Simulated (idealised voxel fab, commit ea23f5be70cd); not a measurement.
Process module under the name voxel self aligned vias
In the cross-section labelled cut, the width is 265 nm and each square cell is 5 nm.
In what follows, cross-sections appear as grids of square cells, described through bands that run from the top down, where every band is one or more rows of cells.
Quick guide to a band line: top height, bottom height (nm) up front; then every material left to right with its width in nm. Only one material and it's marked "edge to edge"? Then it fills the band edge to edge. And "air" just means empty space.
Height 0 is the level under which the wafer as received is all one material. The lowest band goes on downwards, as in "top 0, no bottom".
Quick explanation for "30 to 40": the width changes in equal steps down the rows of cells, from the first number in the band's top row to the second number in its bottom row.
When a step is marked "all unchanged", none of the cells in the cross-section changed during that step.
"Trapped cavities" lists enclosed empty spaces (at least 8 cells, no open path upward to the top), each as width x height at distance from the left edge, in nm.
Note: text after step settings on the step line = simulator remark on that step.
The "overlay nm" setting may appear on a step's line; for a step that uses a mask, it gives how far to the right of its planned position the mask lay, and a negative value indicates the left.
The planned process steps are enumerated hereunder
| 1 | RECEIVE (material Si) |
| 2 | CONFORMAL_DEP (material SiO2; thk nm 10) |
| 3 | CONFORMAL_DEP (material SiCN; thk nm 5) |
| 4 | DIRECTIONAL_DEP (material SiO2; thk nm 20) |
| 5 | MASKED_ETCH (tone open; mask id LINES; width nm 20; pitch nm 60; etch materials SiO2; depth nm 20; overlay nm 0) |
| 6 | CONFORMAL_DEP (material TiN; thk nm 5) |
| 7 | FILL_DEP (material Ru; thk nm 10) |
| 8 | CMP (height nm 35) |
| 9 | SELECTIVE_ETCH (etch materials W Ru TiN; depth nm 10) |
| 10 | FILL_DEP (material SiN; thk nm 5) |
| 11 | CMP (height nm 35) |
| 12 | DIRECTIONAL_DEP (material SiO2; thk nm 20) |
| 13 | PATTERN (tone open; mask id VIAS; material resist; width nm 30; pitch nm 60; thk nm 20; overlay nm 0) |
| 14 | DIRECTIONAL_ETCH (etch materials SiO2; depth nm 20) |
| 15 | DIRECTIONAL_ETCH (etch materials SiN; depth nm 10) |
| 16 | STRIP (etch materials resist) |
| 17 | CONFORMAL_DEP (material TiN; thk nm 5) |
| 18 | FILL_DEP (material Ru; thk nm 10) |
| 19 | CMP (height nm 55) |
| 20 | CONFORMAL_DEP (material SiCN; thk nm 5) |
What follows covers the first of two wafers; it ran as planned
Incoming wafer, cross-sectional view, post step 1
> top 0, no bottom: Si edge to edge
> Trapped cavities: none
after step 2
> top 10, bottom 0: SiO2 edge to edge
> Rest of section, below 0: as before.
after step 3
> top 15, bottom 10: SiCN edge to edge
> Rest of section, below 10: as before.
after step 4
> top 35, bottom 15: SiO2 edge to edge
> Rest of section, below 15: as before.
after step 5
> top 35, bottom 15: 90 SiO2 | 20 air | 40 SiO2 | 20 air | 95 SiO2
> Rest of section, below 15: as before.
after step 6
> top 40, bottom 35: 95 TiN | 10 air | 50 TiN | 10 air | 100 TiN
> top 35, bottom 20: 90 SiO2 | 5 TiN | 10 air | 5 TiN | 40 SiO2 | 5 TiN | 10 air | 5 TiN | 95 SiO2
> top 20, bottom 15: 90 SiO2 | 20 TiN | 40 SiO2 | 20 TiN | 95 SiO2
> Rest of section, below 15: as before.
after step 7
> top 50, bottom 40: Ru edge to edge
> top 40, bottom 35: 95 TiN | 10 Ru | 50 TiN | 10 Ru | 100 TiN
> top 35, bottom 20: 90 SiO2 | 5 TiN | 10 Ru | 5 TiN | 40 SiO2 | 5 TiN | 10 Ru | 5 TiN | 95 SiO2
> Rest of section, below 20: as before.
after step 8
> top 35, bottom 20: 90 SiO2 | 5 TiN | 10 Ru | 5 TiN | 40 SiO2 | 5 TiN | 10 Ru | 5 TiN | 95 SiO2
> Rest of section, below 20: as before.
after step 9
> top 35, bottom 25: 90 SiO2 | 20 air | 40 SiO2 | 20 air | 95 SiO2
> Rest of section, below 25: as before.
after step 10
> top 40, bottom 35: SiN edge to edge
> top 35, bottom 25: 90 SiO2 | 20 SiN | 40 SiO2 | 20 SiN | 95 SiO2
> Rest of section, below 25: as before.
after step 11
> top 35, bottom 25: 90 SiO2 | 20 SiN | 40 SiO2 | 20 SiN | 95 SiO2
> Rest of section, below 25: as before.
after step 12
> top 55, bottom 35: SiO2 edge to edge
> Rest of section, below 35: as before.
after step 13
> top 75, bottom 55: 85 resist | 30 air | 30 resist | 30 air | 90 resist
> Rest of section, below 55: as before.
after step 14
> top 75, bottom 55: 85 resist | 30 air | 30 resist | 30 air | 90 resist
> top 55, bottom 35: 85 SiO2 | 30 air | 30 SiO2 | 30 air | 90 SiO2
> Rest of section, below 35: as before.
after step 15
> top 75, bottom 55: 85 resist | 30 air | 30 resist | 30 air | 90 resist
> top 55, bottom 35: 85 SiO2 | 30 air | 30 SiO2 | 30 air | 90 SiO2
> top 35, bottom 25: 90 SiO2 | 20 air | 40 SiO2 | 20 air | 95 SiO2
> Rest of section, below 25: as before.
after step 16
> top 55, bottom 35: 85 SiO2 | 30 air | 30 SiO2 | 30 air | 90 SiO2
> Rest of section, below 35: as before.
after step 17
> top 60, bottom 55: 90 TiN | 20 air | 40 TiN | 20 air | 95 TiN
> top 55, bottom 40: 85 SiO2 | 5 TiN | 20 air | 5 TiN | 30 SiO2 | 5 TiN | 20 air | 5 TiN | 90 SiO2
> top 40, bottom 30: 85 to 90 SiO2 | 10 to 5 TiN | 10 air | 10 to 5 TiN | 30 to 40 SiO2 | 10 to 5 TiN | 10 air | 10 to 5 TiN | 90 to 95 SiO2
> top 30, bottom 25: 90 SiO2 | 20 TiN | 40 SiO2 | 20 TiN | 95 SiO2
> Rest of section, below 25: as before.
after step 18
> top 70, bottom 60: Ru edge to edge
> top 60, bottom 55: 90 TiN | 20 Ru | 40 TiN | 20 Ru | 95 TiN
> top 55, bottom 40: 85 SiO2 | 5 TiN | 20 Ru | 5 TiN | 30 SiO2 | 5 TiN | 20 Ru | 5 TiN | 90 SiO2
> top 40, bottom 30: 85 to 90 SiO2 | 10 to 5 TiN | 10 Ru | 10 to 5 TiN | 30 to 40 SiO2 | 10 to 5 TiN | 10 Ru | 10 to 5 TiN | 90 to 95 SiO2
> Rest of section, below 30: as before.
after step 19
> top 55, bottom 40: 85 SiO2 | 5 TiN | 20 Ru | 5 TiN | 30 SiO2 | 5 TiN | 20 Ru | 5 TiN | 90 SiO2
> Rest of section, below 40: as before.
after step 20
> top 60, bottom 55: SiCN edge to edge
> Rest of section, below 55: as before.
The second wafer: identical to the first at the outset and in its planned sequence, differing only in that one mistake was made during processing; up to and including step 2, its path is the first wafer's path
Second wafer: cross-section at the scheduled end of step 3
> top 30, bottom 0: SiO2 edge to edge
> Rest of section, below 0: as before.
Second wafer: cross-section at the scheduled end of step 4
> top 35, bottom 30: SiCN edge to edge
> Rest of section, below 30: as before.
Second wafer: cross-section at the scheduled end of step 5: all unchanged
Second wafer: cross-section at the scheduled end of step 6
> top 40, bottom 35: TiN edge to edge
> Rest of section, below 35: as before.
Second wafer: cross-section at the scheduled end of step 7
> top 50, bottom 40: Ru edge to edge
> Rest of section, below 40: as before.
Second wafer: cross-section at the scheduled end of step 8
> top 35, bottom 30: SiCN edge to edge
> Rest of section, below 30: as before.
Second wafer: cross-section at the scheduled end of step 9: all unchanged
Second wafer: cross-section at the scheduled end of step 10
> top 40, bottom 35: SiN edge to edge
> Rest of section, below 35: as before.
Second wafer: cross-section at the scheduled end of step 11
> top 35, bottom 30: SiCN edge to edge
> Rest of section, below 30: as before.
Second wafer: cross-section at the scheduled end of step 12
> top 55, bottom 35: SiO2 edge to edge
> Rest of section, below 35: as before.
Second wafer: cross-section at the scheduled end of step 13
> top 75, bottom 55: 85 resist | 30 air | 30 resist | 30 air | 90 resist
> Rest of section, below 55: as before.
Second wafer: cross-section at the scheduled end of step 14
> top 75, bottom 55: 85 resist | 30 air | 30 resist | 30 air | 90 resist
> top 55, bottom 35: 85 SiO2 | 30 air | 30 SiO2 | 30 air | 90 SiO2
> Rest of section, below 35: as before.
Second wafer: cross-section at the scheduled end of step 15: all unchanged
Second wafer: cross-section at the scheduled end of step 16
> top 55, bottom 35: 85 SiO2 | 30 air | 30 SiO2 | 30 air | 90 SiO2
> Rest of section, below 35: as before.
Second wafer: cross-section at the scheduled end of step 17
> top 60, bottom 55: 90 TiN | 20 air | 40 TiN | 20 air | 95 TiN
> top 55, bottom 40: 85 SiO2 | 5 TiN | 20 air | 5 TiN | 30 SiO2 | 5 TiN | 20 air | 5 TiN | 90 SiO2
> top 40, bottom 35: 85 SiO2 | 30 TiN | 30 SiO2 | 30 TiN | 90 SiO2
> Rest of section, below 35: as before.
Second wafer: cross-section at the scheduled end of step 18
> top 70, bottom 60: Ru edge to edge
> top 60, bottom 55: 90 TiN | 20 Ru | 40 TiN | 20 Ru | 95 TiN
> top 55, bottom 40: 85 SiO2 | 5 TiN | 20 Ru | 5 TiN | 30 SiO2 | 5 TiN | 20 Ru | 5 TiN | 90 SiO2
> Rest of section, below 40: as before.
Second wafer: cross-section at the scheduled end of step 19
> top 55, bottom 40: 85 SiO2 | 5 TiN | 20 Ru | 5 TiN | 30 SiO2 | 5 TiN | 20 Ru | 5 TiN | 90 SiO2
> Rest of section, below 40: as before.
Second wafer: cross-section at the scheduled end of step 20
> top 60, bottom 55: SiCN edge to edge
> Rest of section, below 55: as before.
What was the processing mistake? sequence error: steps 3 and 4 interchanged
Final wafer comparison in cells, second versus first, more or fewer per material: Ru: 12 fewer, SiO2: 32 more, TiN: 20 fewer
